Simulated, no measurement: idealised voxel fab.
The following is a process module called voxel transistor to metal.
It is cross-section cut that appears here, measuring 210 nm in width, its square cells being 5 nm in size.
When this document writes out a cross-section, it uses a grid of square cells and lists it as bands, beginning at the top and moving down, with a band standing for one or more rows of cells. In this notation a band is specified by the heights of its top and bottom, in that order and in nm, after which its materials appear from left to right, each paired with its width in nm. The word "everywhere" attached to a single material means that material fills the band from edge to edge; the word "blank" stands for empty space. All heights in this document are referenced to 0, defined as the level beneath which the wafer, as received, consists entirely of one material. The lowest band is not bounded below; it extends indefinitely downward and is written in the form "top 0, no bottom". Width "30 to 40": first value at the band's top row of cells, second value at its bottom row, equal change from row to row. The cross-section has no changed cell in any step marked "left unchanged". Heads up: "Enclosed internal cavities" only lists the empty pockets with no open path to the top that are 8 cells or more, and it writes them as width x height at distance, distance from the left edge, in nm. Where a step's line continues beyond its settings, the continuation is a remark by the simulator itself on that step. overlay nm: step with mask; distance mask lay right of planned place; negative value = left of planned place.
The planned process steps are enumerated hereunder
1 RECEIVE, material Si
2 CONFORMAL_DEP, material SiO2, thk nm 5
3 CONFORMAL_DEP, material SiN, thk nm 15
4 PATTERN, tone cover, mask id ACTIVE, material resist, width nm 115, thk nm 15, overlay nm 0
5 DIRECTIONAL_ETCH, etch materials SiN, depth nm 15
6 DIRECTIONAL_ETCH, etch materials SiO2, depth nm 5
7 DIRECTIONAL_ETCH, etch materials Si, depth nm 20
8 STRIP, etch materials resist
9 FILL_DEP, material SiO2, thk nm 10
10 CMP, height nm 20
11 SELECTIVE_ETCH, etch materials SiO2, depth nm 15
12 STRIP, etch materials SiN
13 SELECTIVE_ETCH, etch materials SiO2, depth nm 5
14 OXIDIZE, depth nm 5
15 DIRECTIONAL_DEP, material polySi, thk nm 25
16 DIRECTIONAL_DEP, material SiCN, thk nm 10
17 PATTERN, tone cover, mask id GATE, material resist, width nm 25, thk nm 20, overlay nm 0
18 DIRECTIONAL_ETCH, etch materials SiCN, depth nm 20
19 DIRECTIONAL_ETCH, etch materials polySi, depth nm 35
20 STRIP, etch materials resist
21 CONFORMAL_DEP, material SiO2, thk nm 5
22 DIRECTIONAL_ETCH, etch materials SiO2, depth nm 5
23 CONFORMAL_DEP, material SiN, thk nm 10
24 DIRECTIONAL_ETCH, etch materials SiN, depth nm 10
25 DIRECTIONAL_ETCH, etch materials SiO2, depth nm 5
26 DIRECTIONAL_ETCH, etch materials Si, depth nm 15
27 EPI, material pSi, thk nm 20
28 FILL_DEP, material SiO2, thk nm 10
29 CMP, height nm 35
30 DIRECTIONAL_DEP, material SiO2, thk nm 15
31 DIRECTIONAL_DEP, material aC, thk nm 15
32 PATTERN, tone open, mask id CONTACT, material resist, width nm 30, pitch nm 65, thk nm 30, overlay nm 0
33 DIRECTIONAL_ETCH, etch materials aC, depth nm 15
34 STRIP, etch materials resist
35 DIRECTIONAL_ETCH, etch materials SiO2, depth nm 35
36 STRIP, etch materials aC
37 CONFORMAL_DEP, material TiN, thk nm 5
38 FILL_DEP, material W, thk nm 10
39 CMP, height nm 50
40 CONFORMAL_DEP, material SiCN, thk nm 5
41 DIRECTIONAL_DEP, material lowk, thk nm 20
42 DIRECTIONAL_DEP, material aC, thk nm 10
43 PATTERN, tone open, mask id METAL_1, material resist, width nm 15, pitch nm 80, thk nm 30, overlay nm 0
44 DIRECTIONAL_ETCH, etch materials aC, depth nm 10
45 STRIP, etch materials resist
46 DIRECTIONAL_ETCH, etch materials lowk, depth nm 20
47 DIRECTIONAL_ETCH, etch materials SiCN, depth nm 5
48 STRIP, etch materials aC
49 CONFORMAL_DEP, material TiN, thk nm 5
50 FILL_DEP, material W, thk nm 10
51 CMP, height nm 75
52 EPI, material Ru, thk nm 5
53 FILL_DEP, material SiCN, thk nm 5
54 DIRECTIONAL_DEP, material SiO2, thk nm 30
55 PATTERN, tone open, mask id METAL_2, material resist, width nm 15, pitch nm 80, thk nm 20, overlay nm 0
56 DIRECTIONAL_ETCH, etch materials SiO2, depth nm 20
57 STRIP, etch materials resist
58 MASKED_ETCH, tone open, mask id METAL_2_HOLES, width nm 15, pitch nm 80, etch materials SiO2, depth nm 10, overlay nm 0
59 MASKED_ETCH, tone open, mask id METAL_2_HOLES, width nm 15, pitch nm 80, etch materials SiCN, depth nm 5, overlay nm 0
60 CONFORMAL_DEP, material TiN, thk nm 5
61 FILL_DEP, material Cu, thk nm 10
62 CMP, height nm 115
63 CONFORMAL_DEP, material SiN, thk nm 5
Cross-sectional view of the wafer in its as-received condition, corresponding to the state after step 1
- top 0, no bottom = Si everywhere
- Enclosed internal cavities: none
Figure: cross-sectional view of the wafer upon completion of the module, processed from the initial state and according to the plan depicted above, with one error introduced during execution
- top 120, bottom 115 = SiN everywhere
- top 115, bottom 85 = SiO2: 55, TiN: 5, Cu: 5, TiN: 5, SiO2: 65, TiN: 5, Cu: 5, TiN: 5, SiO2: 60
- top 85, bottom 80 = SiCN: 55, TiN: 15, SiCN: 65, TiN: 15, SiCN: 60
- top 80, bottom 75 = SiCN: 50, Ru: 25, SiCN: 55, Ru: 25, SiCN: 55
- top 75, bottom 70 = SiCN: 55, TiN: 15, SiCN: 65, TiN: 15, SiCN: 60
- top 70, bottom 50 = lowk everywhere
- top 50, bottom 40 = SiO2: 55, TiN: 5, W: 20, TiN: 5, SiO2: 35, TiN: 5, W: 20, TiN: 5, SiO2: 60
- top 40, bottom 35 = SiO2: 55, TiN: 5, W: 10, TiN: 15, SiO2: 35, TiN: 15, W: 10, TiN: 5, SiO2: 60
- top 35, bottom 25 = SiO2: 55, TiN: 5, W: 10, TiN: 5, SiN: 10, SiO2: 5, SiCN: 25, SiO2: 5, SiN: 10, TiN: 5, W: 10, TiN: 5, SiO2: 60
- top 25, bottom 20 = SiO2: 55, TiN: 5, W: 10, TiN: 5, SiN: 10, SiO2: 5, polySi: 25, SiO2: 5, SiN: 10, TiN: 5, W: 10, TiN: 5, SiO2: 60
- top 20, bottom 15 = SiO2: 55, TiN: 20, SiN: 10, SiO2: 5, polySi: 25, SiO2: 5, SiN: 10, TiN: 20, SiO2: 60
- top 15, bottom 0 = SiO2: 55, pSi: 20, SiN: 10, SiO2: 5, polySi: 25, SiO2: 5, SiN: 10, pSi: 20, SiO2: 60
- top 0, bottom -5 = SiO2: 40, pSi: 35, SiO2: 55, pSi: 35, SiO2: 45
- top -5, bottom -20 = SiO2: 45, pSi: 30, Si: 55, pSi: 30, SiO2: 50
- top -20, no bottom = Si everywhere
- Enclosed internal cavities: none
Want to know what went wrong? ran 40 and 41 in swapped order versus the plan
